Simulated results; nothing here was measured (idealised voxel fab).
process module | voxel ribs on slabs
cross-section cut | 240 nm wide | cells 5 nm
A cross-section is a grid of square cells, given in bands from the top down. A band is one or more rows of cells.
Each band's line starts with the height of the band's top and of its bottom, in nm. Then come its materials from left to right, each with its width in nm. One material with "throughout" fills the band from edge to edge. "air" is empty space.
Height 0 is the level under which the wafer as received is all one material. The lowest band goes on downwards, as in "0 down".
A width such as "30 to 40" changes by the same amount from each row of cells to the next, from the band's top row to its bottom row.
"no change" after a step means that no cell of the cross-section changed.
closed voids: empty space of 8 cells or more with no open way to the top, each as width x height at its distance from the left edge, in nm
after a step's settings: what the simulator itself notes on the step
overlay nm, on a step with a mask: how far to the right of its planned place the mask lay; to the left if negative
plan
1 op RECEIVE | material Si
2 op DIRECTIONAL_DEP | material SiO2 | thk nm 20
3 op DIRECTIONAL_DEP | material SiN | thk nm 20
4 op MASKED_ETCH | tone cover | mask id RIB | width nm 20 | etch materials SiN | depth nm 5 | overlay nm 0
5 op DIRECTIONAL_DEP | material aC | thk nm 10
6 op PATTERN | tone cover | mask id SLAB | material resist | width nm 60 | thk nm 25 | overlay nm 0
7 op DIRECTIONAL_ETCH | etch materials aC | depth nm 10
8 op STRIP | etch materials resist
9 op DIRECTIONAL_ETCH | etch materials SiN | depth nm 15
10 op STRIP | etch materials aC
11 op FILL_DEP | material SiO2 | thk nm 25
12 op CMP | height nm 55
13 op DIRECTIONAL_DEP | material W | thk nm 5
14 op DIRECTIONAL_DEP | material aC | thk nm 15
15 op PATTERN | tone cover | mask id HEATER | material resist | width nm 30 | thk nm 30 | overlay nm 0
16 op DIRECTIONAL_ETCH | etch materials aC | depth nm 15
17 op STRIP | etch materials resist
18 op DIRECTIONAL_ETCH | etch materials W | depth nm 5
19 op STRIP | etch materials aC
20 op CONFORMAL_DEP | material SiO2 | thk nm 5
as received, after step 1
  0 down: Si throughout
  closed voids: none
first wafer at the end, as planned
  65 to 60: air 100 | SiO2 40 | air 100
  60 to 55: SiO2 105 | W 30 | SiO2 105
  55 to 40: SiO2 throughout
  40 to 35: SiO2 110 | SiN 20 | SiO2 110
  35 to 20: SiO2 90 | SiN 60 | SiO2 90
  20 to 0: SiO2 throughout
  0 down: Si throughout
  closed voids: none
second wafer at the end: like start, like plan, one mistake
  65 to 60: air 100 | SiO2 40 | air 100
  60 to 55: SiO2 105 | W 30 | SiO2 105
  55 to 40: SiO2 90 | SiN 60 | SiO2 90
  40 to 0: SiO2 throughout
  0 down: Si throughout
  closed voids: none
what went wrong: step 2 was run twice
at the end the second wafer has, in cells: 4 fewer of SiN | 4 more of SiO2
